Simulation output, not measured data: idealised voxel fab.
process module | voxel wiring stack
Displayed cross-section: cut, width of 260 nm, square cells sized 5 nm.
Throughout this document, each cross-section is represented as a grid of square cells and is presented as a sequence of bands enumerated from the top downward, where a band comprises one or more rows of cells.
Band: top and bottom heights (nm) first, top before bottom; then materials from left to right, widths in nm. "throughout" marks a sole material filling the band edge to edge. "empty" denotes empty space.
Counting heights begins at 0, where everything beneath is, in the wafer as received, one material. The lowest band has no bottom; it goes on downwards, as "0 down" shows.
Width spec "30->40" -> top row of cells at first value, bottom row at second value, equal per-row change in between.
Key: "remained unchanged" - step with no changed cell in the cross-section.
"Unvented cavities" lists enclosed empty spaces (at least 8 cells, no open path upward to the top), each as width x height at distance from the left edge, in nm.
Where a step's line continues beyond its settings, the continuation is a remark by the simulator itself on that step.
Among the settings permitted on a step's line is "overlay nm"; applied to a step with a mask, it specifies the extent to which the mask lay to the right of its planned position, whereas a negative figure signifies a position to the left.
## The planned process steps are enumerated hereunder
step 1: RECEIVE, material Si
step 2: CONFORMAL_DEP, material SiO2, thk nm 15
step 3: CONFORMAL_DEP, material SiN, thk nm 5
step 4: DIRECTIONAL_DEP, material lowk, thk nm 15
step 5: MASKED_ETCH, tone open, mask id METAL_1, width nm 25, pitch nm 50, etch materials lowk, depth nm 15, overlay nm 0
step 6: MASKED_ETCH, tone open, mask id METAL_1, width nm 25, pitch nm 50, etch materials SiN, depth nm 5, overlay nm 0
step 7: CONFORMAL_DEP, material TiN, thk nm 5
step 8: FILL_DEP, material W, thk nm 10
step 9: CMP, height nm 35
step 10: EPI, material Ru, thk nm 5
step 11: FILL_DEP, material SiCN, thk nm 5
step 12: DIRECTIONAL_DEP, material lowk, thk nm 35
step 13: PATTERN, tone open, mask id METAL_2_HOLES, material resist, width nm 15, thk nm 15, overlay nm 0
step 14: DIRECTIONAL_ETCH, etch materials lowk, depth nm 35
step 15: STRIP, etch materials resist
step 16: DIRECTIONAL_DEP, material aC, thk nm 15
step 17: PATTERN, tone open, mask id METAL_2, material resist, width nm 25, pitch nm 50, thk nm 35, overlay nm 0
step 18: DIRECTIONAL_ETCH, etch materials aC, depth nm 15
step 19: STRIP, etch materials resist
step 20: DIRECTIONAL_ETCH, etch materials lowk, depth nm 20
step 21: DIRECTIONAL_ETCH, etch materials SiCN, depth nm 5
step 22: STRIP, etch materials aC
step 23: CONFORMAL_DEP, material TiN, thk nm 5
step 24: FILL_DEP, material Cu, thk nm 5
step 25: CMP, height nm 80
step 26: CONFORMAL_DEP, material SiCN, thk nm 5
## First of two wafers, with the run carried out as planned
## As received (post step 1): cross-section
> 0 down  Si throughout
> Unvented cavities: none
## Presented here is a cross-section of the wafer after step 2 has been performed
> 15 to 0  SiO2 throughout
> At heights below 0, the structure remains unaltered.
## Presented here is a cross-section of the wafer after step 3 has been performed
> 20 to 15  SiN throughout
> At heights below 15, the structure remains unaltered.
## Presented here is a cross-section of the wafer after step 4 has been performed
> 35 to 20  lowk throughout
> At heights below 20, the structure remains unaltered.
## Presented here is a cross-section of the wafer after step 5 has been performed
> 35 to 20  lowk 90 nm; empty 25 nm; lowk 25 nm; empty 25 nm; lowk 95 nm
> At heights below 20, the structure remains unaltered.
## Presented here is a cross-section of the wafer after step 6 has been performed
> 35 to 20  lowk 90 nm; empty 25 nm; lowk 25 nm; empty 25 nm; lowk 95 nm
> 20 to 15  SiN 90 nm; empty 25 nm; SiN 25 nm; empty 25 nm; SiN 95 nm
> At heights below 15, the structure remains unaltered.
## Presented here is a cross-section of the wafer after step 7 has been performed
> 40 to 35  TiN 95 nm; empty 15 nm; TiN 35 nm; empty 15 nm; TiN 100 nm
> 35 to 20  lowk 90 nm; TiN 5 nm; empty 15 nm; TiN 5 nm; lowk 25 nm; TiN 5 nm; empty 15 nm; TiN 5 nm; lowk 95 nm
> 20 to 15  SiN 90 nm; TiN 25 nm; SiN 25 nm; TiN 25 nm; SiN 95 nm
> At heights below 15, the structure remains unaltered.
## Presented here is a cross-section of the wafer after step 8 has been performed
> 50 to 40  W throughout
> 40 to 35  TiN 95 nm; W 15 nm; TiN 35 nm; W 15 nm; TiN 100 nm
> 35 to 20  lowk 90 nm; TiN 5 nm; W 15 nm; TiN 5 nm; lowk 25 nm; TiN 5 nm; W 15 nm; TiN 5 nm; lowk 95 nm
> At heights below 20, the structure remains unaltered.
## Presented here is a cross-section of the wafer after step 9 has been performed
> 35 to 20  lowk 90 nm; TiN 5 nm; W 15 nm; TiN 5 nm; lowk 25 nm; TiN 5 nm; W 15 nm; TiN 5 nm; lowk 95 nm
> At heights below 20, the structure remains unaltered.
## Presented here is a cross-section of the wafer after step 10 has been performed
> 40 to 35  empty 85 nm; Ru 35 nm; empty 15 nm; Ru 35 nm; empty 90 nm
> At heights below 35, the structure remains unaltered.
## Presented here is a cross-section of the wafer after step 11 has been performed
> 45 to 40  SiCN throughout
> 40 to 35  SiCN 85 nm; Ru 35 nm; SiCN 15 nm; Ru 35 nm; SiCN 90 nm
> At heights below 35, the structure remains unaltered.
## Presented here is a cross-section of the wafer after step 12 has been performed
> 80 to 45  lowk throughout
> At heights below 45, the structure remains unaltered.
## Presented here is a cross-section of the wafer after step 13 has been performed
> 95 to 80  resist 90 nm; empty 15 nm; resist 155 nm
> At heights below 80, the structure remains unaltered.
## Presented here is a cross-section of the wafer after step 14 has been performed
> 95 to 80  resist 90 nm; empty 15 nm; resist 155 nm
> 80 to 45  lowk 90 nm; empty 15 nm; lowk 155 nm
> At heights below 45, the structure remains unaltered.
## Presented here is a cross-section of the wafer after step 15 has been performed
> 80 to 45  lowk 90 nm; empty 15 nm; lowk 155 nm
> At heights below 45, the structure remains unaltered.
## Presented here is a cross-section of the wafer after step 16 has been performed
> 95 to 80  aC 90 nm; empty 15 nm; aC 155 nm
> 80 to 60  lowk 90 nm; empty 15 nm; lowk 155 nm
> 60 to 45  lowk 90 nm; aC 15 nm; lowk 155 nm
> At heights below 45, the structure remains unaltered.
## Presented here is a cross-section of the wafer after step 17 has been performed
> 130 to 95  resist 90 nm; empty 25 nm; resist 25 nm; empty 25 nm; resist 95 nm
> At heights below 95, the structure remains unaltered.
## Presented here is a cross-section of the wafer after step 18 has been performed
> 115 to 95  resist 90 nm; empty 25 nm; resist 25 nm; empty 25 nm; resist 95 nm
> 95 to 80  aC 90 nm; empty 25 nm; aC 25 nm; empty 25 nm; aC 95 nm
> 80 to 45  lowk 90 nm; empty 15 nm; lowk 155 nm
> At heights below 45, the structure remains unaltered.
## Presented here is a cross-section of the wafer after step 19 has been performed
> 95 to 80  aC 90 nm; empty 25 nm; aC 25 nm; empty 25 nm; aC 95 nm
> At heights below 80, the structure remains unaltered.
## Presented here is a cross-section of the wafer after step 20 has been performed
> 95 to 80  aC 90 nm; empty 25 nm; aC 25 nm; empty 25 nm; aC 95 nm
> 80 to 60  lowk 90 nm; empty 25 nm; lowk 25 nm; empty 25 nm; lowk 95 nm
> At heights below 60, the structure remains unaltered.
## Presented here is a cross-section of the wafer after step 21 has been performed
> 95 to 80  aC 90 nm; empty 25 nm; aC 25 nm; empty 25 nm; aC 95 nm
> 80 to 60  lowk 90 nm; empty 25 nm; lowk 25 nm; empty 25 nm; lowk 95 nm
> 60 to 45  lowk 90 nm; empty 15 nm; lowk 155 nm
> 45 to 40  SiCN 90 nm; empty 15 nm; SiCN 155 nm
> At heights below 40, the structure remains unaltered.
## Presented here is a cross-section of the wafer after step 22 has been performed
> 80 to 60  lowk 90 nm; empty 25 nm; lowk 25 nm; empty 25 nm; lowk 95 nm
> At heights below 60, the structure remains unaltered.
## Presented here is a cross-section of the wafer after step 23 has been performed
> 85 to 80  TiN 95 nm; empty 15 nm; TiN 35 nm; empty 15 nm; TiN 100 nm
> 80 to 65  lowk 90 nm; TiN 5 nm; empty 15 nm; TiN 5 nm; lowk 25 nm; TiN 5 nm; empty 15 nm; TiN 5 nm; lowk 95 nm
> 65 to 60  lowk 90 nm; TiN 5 nm; empty 5 nm; TiN 15 nm; lowk 25 nm; TiN 25 nm; lowk 95 nm
> 60 to 45  lowk 90 nm; TiN 5 nm; empty 5 nm; TiN 5 nm; lowk 155 nm
> 45 to 40  SiCN 90 nm; TiN 15 nm; SiCN 155 nm
> At heights below 40, the structure remains unaltered.
## Presented here is a cross-section of the wafer after step 24 has been performed
> 90 to 85  Cu throughout
> 85 to 80  TiN 95 nm; Cu 15 nm; TiN 35 nm; Cu 15 nm; TiN 100 nm
> 80 to 65  lowk 90 nm; TiN 5 nm; Cu 15 nm; TiN 5 nm; lowk 25 nm; TiN 5 nm; Cu 15 nm; TiN 5 nm; lowk 95 nm
> 65 to 60  lowk 90 nm; TiN 5 nm; Cu 5 nm; TiN 15 nm; lowk 25 nm; TiN 25 nm; lowk 95 nm
> 60 to 45  lowk 90 nm; TiN 5 nm; Cu 5 nm; TiN 5 nm; lowk 155 nm
> At heights below 45, the structure remains unaltered.
## Presented here is a cross-section of the wafer after step 25 has been performed
> 80 to 65  lowk 90 nm; TiN 5 nm; Cu 15 nm; TiN 5 nm; lowk 25 nm; TiN 5 nm; Cu 15 nm; TiN 5 nm; lowk 95 nm
> At heights below 65, the structure remains unaltered.
## Presented here is a cross-section of the wafer after step 26 has been performed
> 85 to 80  SiCN throughout
> At heights below 80, the structure remains unaltered.
## Here the second wafer is described. Its start and its plan were those of the first wafer. Its run contained one mistake. Up to and including step 2, it did exactly what the first wafer did
## What the second wafer looks like in cross-section when step 3 should have wrapped up
> 20 to 15  W throughout
> At heights below 15, the structure remains unaltered.
## What the second wafer looks like in cross-section when step 4 should have wrapped up
> 35 to 20  lowk throughout
> At heights below 20, the structure remains unaltered.
## What the second wafer looks like in cross-section when step 5 should have wrapped up
> 35 to 20  lowk 90 nm; empty 25 nm; lowk 25 nm; empty 25 nm; lowk 95 nm
> At heights below 20, the structure remains unaltered.
What the second wafer looks like in cross-section when step 6 should have wrapped up: remained unchanged
## What the second wafer looks like in cross-section when step 7 should have wrapped up
> 40 to 35  TiN 95 nm; empty 15 nm; TiN 35 nm; empty 15 nm; TiN 100 nm
> 35 to 25  lowk 90 nm; TiN 5 nm; empty 15 nm; TiN 5 nm; lowk 25 nm; TiN 5 nm; empty 15 nm; TiN 5 nm; lowk 95 nm
> 25 to 20  lowk 90 nm; TiN 25 nm; lowk 25 nm; TiN 25 nm; lowk 95 nm
> At heights below 20, the structure remains unaltered.
## What the second wafer looks like in cross-section when step 8 should have wrapped up
> 50 to 40  W throughout
> 40 to 35  TiN 95 nm; W 15 nm; TiN 35 nm; W 15 nm; TiN 100 nm
> 35 to 25  lowk 90 nm; TiN 5 nm; W 15 nm; TiN 5 nm; lowk 25 nm; TiN 5 nm; W 15 nm; TiN 5 nm; lowk 95 nm
> At heights below 25, the structure remains unaltered.
## What the second wafer looks like in cross-section when step 9 should have wrapped up
> 35 to 25  lowk 90 nm; TiN 5 nm; W 15 nm; TiN 5 nm; lowk 25 nm; TiN 5 nm; W 15 nm; TiN 5 nm; lowk 95 nm
> At heights below 25, the structure remains unaltered.
## What the second wafer looks like in cross-section when step 10 should have wrapped up
> 40 to 35  empty 85 nm; Ru 35 nm; empty 15 nm; Ru 35 nm; empty 90 nm
> At heights below 35, the structure remains unaltered.
## What the second wafer looks like in cross-section when step 11 should have wrapped up
> 45 to 40  SiCN throughout
> 40 to 35  SiCN 85 nm; Ru 35 nm; SiCN 15 nm; Ru 35 nm; SiCN 90 nm
> At heights below 35, the structure remains unaltered.
## What the second wafer looks like in cross-section when step 12 should have wrapped up
> 80 to 45  lowk throughout
> At heights below 45, the structure remains unaltered.
## What the second wafer looks like in cross-section when step 13 should have wrapped up
> 95 to 80  resist 90 nm; empty 15 nm; resist 155 nm
> At heights below 80, the structure remains unaltered.
## What the second wafer looks like in cross-section when step 14 should have wrapped up
> 95 to 80  resist 90 nm; empty 15 nm; resist 155 nm
> 80 to 45  lowk 90 nm; empty 15 nm; lowk 155 nm
> At heights below 45, the structure remains unaltered.
## What the second wafer looks like in cross-section when step 15 should have wrapped up
> 80 to 45  lowk 90 nm; empty 15 nm; lowk 155 nm
> At heights below 45, the structure remains unaltered.
## What the second wafer looks like in cross-section when step 16 should have wrapped up
> 95 to 80  aC 90 nm; empty 15 nm; aC 155 nm
> 80 to 60  lowk 90 nm; empty 15 nm; lowk 155 nm
> 60 to 45  lowk 90 nm; aC 15 nm; lowk 155 nm
> At heights below 45, the structure remains unaltered.
## What the second wafer looks like in cross-section when step 17 should have wrapped up
> 130 to 95  resist 90 nm; empty 25 nm; resist 25 nm; empty 25 nm; resist 95 nm
> At heights below 95, the structure remains unaltered.
## What the second wafer looks like in cross-section when step 18 should have wrapped up
> 115 to 95  resist 90 nm; empty 25 nm; resist 25 nm; empty 25 nm; resist 95 nm
> 95 to 80  aC 90 nm; empty 25 nm; aC 25 nm; empty 25 nm; aC 95 nm
> 80 to 45  lowk 90 nm; empty 15 nm; lowk 155 nm
> At heights below 45, the structure remains unaltered.
## What the second wafer looks like in cross-section when step 19 should have wrapped up
> 95 to 80  aC 90 nm; empty 25 nm; aC 25 nm; empty 25 nm; aC 95 nm
> At heights below 80, the structure remains unaltered.
## What the second wafer looks like in cross-section when step 20 should have wrapped up
> 95 to 80  aC 90 nm; empty 25 nm; aC 25 nm; empty 25 nm; aC 95 nm
> 80 to 60  lowk 90 nm; empty 25 nm; lowk 25 nm; empty 25 nm; lowk 95 nm
> At heights below 60, the structure remains unaltered.
## What the second wafer looks like in cross-section when step 21 should have wrapped up
> 95 to 80  aC 90 nm; empty 25 nm; aC 25 nm; empty 25 nm; aC 95 nm
> 80 to 60  lowk 90 nm; empty 25 nm; lowk 25 nm; empty 25 nm; lowk 95 nm
> 60 to 45  lowk 90 nm; empty 15 nm; lowk 155 nm
> 45 to 40  SiCN 90 nm; empty 15 nm; SiCN 155 nm
> At heights below 40, the structure remains unaltered.
## What the second wafer looks like in cross-section when step 22 should have wrapped up
> 80 to 60  lowk 90 nm; empty 25 nm; lowk 25 nm; empty 25 nm; lowk 95 nm
> At heights below 60, the structure remains unaltered.
## What the second wafer looks like in cross-section when step 23 should have wrapped up
> 85 to 80  TiN 95 nm; empty 15 nm; TiN 35 nm; empty 15 nm; TiN 100 nm
> 80 to 65  lowk 90 nm; TiN 5 nm; empty 15 nm; TiN 5 nm; lowk 25 nm; TiN 5 nm; empty 15 nm; TiN 5 nm; lowk 95 nm
> 65 to 60  lowk 90 nm; TiN 5 nm; empty 5 nm; TiN 15 nm; lowk 25 nm; TiN 25 nm; lowk 95 nm
> 60 to 45  lowk 90 nm; TiN 5 nm; empty 5 nm; TiN 5 nm; lowk 155 nm
> 45 to 40  SiCN 90 nm; TiN 15 nm; SiCN 155 nm
> At heights below 40, the structure remains unaltered.
## What the second wafer looks like in cross-section when step 24 should have wrapped up
> 90 to 85  Cu throughout
> 85 to 80  TiN 95 nm; Cu 15 nm; TiN 35 nm; Cu 15 nm; TiN 100 nm
> 80 to 65  lowk 90 nm; TiN 5 nm; Cu 15 nm; TiN 5 nm; lowk 25 nm; TiN 5 nm; Cu 15 nm; TiN 5 nm; lowk 95 nm
> 65 to 60  lowk 90 nm; TiN 5 nm; Cu 5 nm; TiN 15 nm; lowk 25 nm; TiN 25 nm; lowk 95 nm
> 60 to 45  lowk 90 nm; TiN 5 nm; Cu 5 nm; TiN 5 nm; lowk 155 nm
> At heights below 45, the structure remains unaltered.
## What the second wafer looks like in cross-section when step 25 should have wrapped up
> 80 to 65  lowk 90 nm; TiN 5 nm; Cu 15 nm; TiN 5 nm; lowk 25 nm; TiN 5 nm; Cu 15 nm; TiN 5 nm; lowk 95 nm
> At heights below 65, the structure remains unaltered.
## What the second wafer looks like in cross-section when step 26 should have wrapped up
> 85 to 80  SiCN throughout
> At heights below 80, the structure remains unaltered.
Finding, execution versus plan: step 3 did not happen as planned, as run it was CONFORMAL_DEP, material W, thk nm 5
Final tally in cells, some materials are higher or lower on the second wafer than on the first: 42 fewer of SiN | 4 fewer of TiN | 46 more of W
